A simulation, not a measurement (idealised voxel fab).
process module | voxel tone inversion
cross-section cut | 260 nm wide | cells 5 nm
A cross-section is a grid of square cells, given in bands from the top down. A band is one or more rows of cells.
Each band's line starts with the height of the band's top and of its bottom, in nm. Then come its materials from left to right, each with its width in nm. One material with "throughout" fills the band from edge to edge. "air" is empty space.
Height 0 is the level under which the wafer as received is all one material. The lowest band goes on downwards, as in "0 down".
A width such as "30 to 40" changes by the same amount from each row of cells to the next, from the band's top row to its bottom row.
"no change" after a step means that no cell of the cross-section changed.
closed voids: empty space of 8 cells or more with no open way to the top, each as width x height at its distance from the left edge, in nm
after a step's settings: what the simulator itself notes on the step
overlay nm, on a step with a mask: how far to the right of its planned place the mask lay; to the left if negative
plan
1 op RECEIVE | material Si
2 op CONFORMAL_DEP | material SiCN | thk nm 10
3 op DIRECTIONAL_DEP | material aC | thk nm 25
4 op PATTERN | tone cover | mask id POSTS | material resist | width nm 15 | pitch nm 55 | thk nm 35 | overlay nm 0
5 op DIRECTIONAL_ETCH | etch materials aC | depth nm 25
6 op STRIP | etch materials resist
7 op FILL_DEP | material SiO2 | thk nm 5
8 op CMP | height nm 35
9 op STRIP | etch materials aC
varied across the wafers: width nm of step 4. The plan shows the first wafer's value. All wafers start alike
first wafer as received, after step 1
  0 down: Si throughout
  closed voids: none
each wafer at the end: cells of each material gained (+) or lost (-) since it was received, then its closed voids
width nm 15 | +104 SiCN | +215 SiO2 | closed voids: none
width nm 20 | +104 SiCN | +200 SiO2 | closed voids: none
width nm 25 | +104 SiCN | +185 SiO2 | closed voids: none
width nm 30 | +104 SiCN | +170 SiO2 | closed voids: none
width nm 35 | +104 SiCN | +155 SiO2 | closed voids: none
width nm 40 | +104 SiCN | +140 SiO2 | closed voids: none
